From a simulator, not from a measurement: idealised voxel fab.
process module | voxel air gaps
cross-section cut | 260 nm wide | cells 5 nm
A cross-section is a grid of square cells, given in bands from the top down. A band is one or more rows of cells.
Each band's line starts with the height of the band's top and of its bottom, in nm. Then come its materials from left to right, each with its width in nm. One material with "throughout" fills the band from edge to edge. "air" is empty space.
Height 0 is the level under which the wafer as received is all one material. The lowest band goes on downwards, as in "0 down".
A width such as "30 to 40" changes by the same amount from each row of cells to the next, from the band's top row to its bottom row.
"no change" after a step means that no cell of the cross-section changed.
closed voids: empty space of 8 cells or more with no open way to the top, each as width x height at its distance from the left edge, in nm
after a step's settings: what the simulator itself notes on the step
overlay nm, on a step with a mask: how far to the right of its planned place the mask lay; to the left if negative
plan
1 op RECEIVE | material Si
2 op CONFORMAL_DEP | material SiO2 | thk nm 15
3 op CONFORMAL_DEP | material SiCN | thk nm 5
4 op DIRECTIONAL_DEP | material lowk | thk nm 35
5 op DIRECTIONAL_DEP | material aC | thk nm 15
6 op PATTERN | tone open | mask id LINES | material resist | width nm 25 | pitch nm 50 | thk nm 35 | overlay nm 0
7 op DIRECTIONAL_ETCH | etch materials aC | depth nm 15
8 op STRIP | etch materials resist
9 op DIRECTIONAL_ETCH | etch materials lowk | depth nm 35
10 op STRIP | etch materials aC
11 op CONFORMAL_DEP | material TiN | thk nm 5
12 op FILL_DEP | material Cu | thk nm 5
13 op CMP | height nm 55
14 op EPI | material Ru | thk nm 10
15 op SELECTIVE_ETCH | etch materials lowk | depth nm 45
16 op CONFORMAL_DEP | material SiCN | thk nm 5
as received, after step 1
  0 down: Si throughout
  closed voids: none
first wafer at the end, as planned
  70 to 65: air 25 | SiCN 205 | air 30
  65 to 55: air 25 | SiCN 5 | Ru 45 | SiCN 5 | Ru 45 | SiCN 5 | Ru 45 | SiCN 5 | Ru 45 | SiCN 5 | air 30
  55 to 50: air 25 | SiCN 15 | TiN 5 | Cu 15 | TiN 5 | SiCN 25 | TiN 5 | Cu 15 | TiN 5 | SiCN 25 | TiN 5 | Cu 15 | TiN 5 | SiCN 25 | TiN 5 | Cu 15 | TiN 5 | SiCN 15 | air 30
  50 to 25: air 35 | SiCN 5 | TiN 5 | Cu 15 | TiN 5 | SiCN 5 | air 15 | SiCN 5 | TiN 5 | Cu 15 | TiN 5 | SiCN 5 | air 15 | SiCN 5 | TiN 5 | Cu 15 | TiN 5 | SiCN 5 | air 15 | SiCN 5 | TiN 5 | Cu 15 | TiN 5 | SiCN 5 | air 40
  25 to 20: SiCN 40 | TiN 25 | SiCN 25 | TiN 25 | SiCN 25 | TiN 25 | SiCN 25 | TiN 25 | SiCN 45
  20 to 15: SiCN throughout
  15 to 0: SiO2 throughout
  0 down: Si throughout
  closed voids: 15 x 25 at 70; 15 x 25 at 120; 15 x 25 at 170
second wafer at the end: like start, like plan, one mistake
  70 to 65: air 30 | SiCN 205 | air 25
  65 to 55: air 30 | SiCN 5 | Ru 45 | SiCN 5 | Ru 45 | SiCN 5 | Ru 45 | SiCN 5 | Ru 45 | SiCN 5 | air 25
  55 to 50: air 30 | SiCN 15 | TiN 5 | Cu 15 | TiN 5 | SiCN 25 | TiN 5 | Cu 15 | TiN 5 | SiCN 25 | TiN 5 | Cu 15 | TiN 5 | SiCN 25 | TiN 5 | Cu 15 | TiN 5 | SiCN 15 | air 25
  50 to 25: air 40 | SiCN 5 | TiN 5 | Cu 15 | TiN 5 | SiCN 5 | air 15 | SiCN 5 | TiN 5 | Cu 15 | TiN 5 | SiCN 5 | air 15 | SiCN 5 | TiN 5 | Cu 15 | TiN 5 | SiCN 5 | air 15 | SiCN 5 | TiN 5 | Cu 15 | TiN 5 | SiCN 5 | air 35
  25 to 20: SiCN 45 | TiN 25 | SiCN 25 | TiN 25 | SiCN 25 | TiN 25 | SiCN 25 | TiN 25 | SiCN 40
  20 to 15: SiCN throughout
  15 to 0: SiO2 throughout
  0 down: Si throughout
  closed voids: 15 x 25 at 75; 15 x 25 at 125; 15 x 25 at 175
what went wrong: step 6 ran as: op PATTERN | tone open | mask id LINES | material resist | width nm 25 | pitch nm 50 | thk nm 35 | overlay nm 5
at the end the second wafer has, in cells: as many of each material as the first, in other places
